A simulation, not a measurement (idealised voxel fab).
process module | voxel lift off
cross-section cut | 190 nm wide | cells 5 nm
A cross-section is a grid of square cells, given in bands from the top down. A band is one or more rows of cells.
Each band's line starts with the height of the band's top and of its bottom, in nm. Then come its materials from left to right, each with its width in nm. One material with "throughout" fills the band from edge to edge. "air" is empty space.
Height 0 is the level under which the wafer as received is all one material. The lowest band goes on downwards, as in "0 down".
A width such as "30 to 40" changes by the same amount from each row of cells to the next, from the band's top row to its bottom row.
"no change" after a step means that no cell of the cross-section changed.
closed voids: empty space of 8 cells or more with no open way to the top, each as width x height at its distance from the left edge, in nm
after a step's settings: what the simulator itself notes on the step
overlay nm, on a step with a mask: how far to the right of its planned place the mask lay; to the left if negative
plan
1 op RECEIVE | material Si
2 op CONFORMAL_DEP | material Al2O3 | thk nm 15
3 op PATTERN | tone open | mask id LINES | material resist | width nm 20 | pitch nm 45 | thk nm 30 | overlay nm 0
4 op DIRECTIONAL_DEP | material Ru | thk nm 15
5 op STRIP | etch materials resist
6 op CONFORMAL_DEP | material SiCN | thk nm 10
as received, after step 1
  0 down: Si throughout
  closed voids: none
first wafer at the end, as planned
  40 to 30: air 5 | SiCN 40 | air 5 | SiCN 40 | air 5 | SiCN 40 | air 5 | SiCN 40 | air 10
  30 to 25: air 5 | SiCN 10 | Ru 20 | SiCN 10 | air 5 | SiCN 10 | Ru 20 | SiCN 10 | air 5 | SiCN 10 | Ru 20 | SiCN 10 | air 5 | SiCN 10 | Ru 20 | SiCN 10 | air 10
  25 to 15: SiCN 15 | Ru 20 | SiCN 25 | Ru 20 | SiCN 25 | Ru 20 | SiCN 25 | Ru 20 | SiCN 20
  15 to 0: Al2O3 throughout
  0 down: Si throughout
  closed voids: none
second wafer at the end: like start, like plan, one mistake
  55 to 45: air 5 | SiCN 40 | air 5 | SiCN 40 | air 5 | SiCN 40 | air 5 | SiCN 40 | air 10
  45 to 40: air 5 | SiCN 10 | Ru 20 | SiCN 10 | air 5 | SiCN 10 | Ru 20 | SiCN 10 | air 5 | SiCN 10 | Ru 20 | SiCN 10 | air 5 | SiCN 10 | Ru 20 | SiCN 10 | air 10
  40 to 30: SiCN 15 | Ru 20 | SiCN 25 | Ru 20 | SiCN 25 | Ru 20 | SiCN 25 | Ru 20 | SiCN 20
  30 to 0: Al2O3 throughout
  0 down: Si throughout
  closed voids: none
what went wrong: step 2 was run twice
at the end the second wafer has, in cells: 114 more of Al2O3
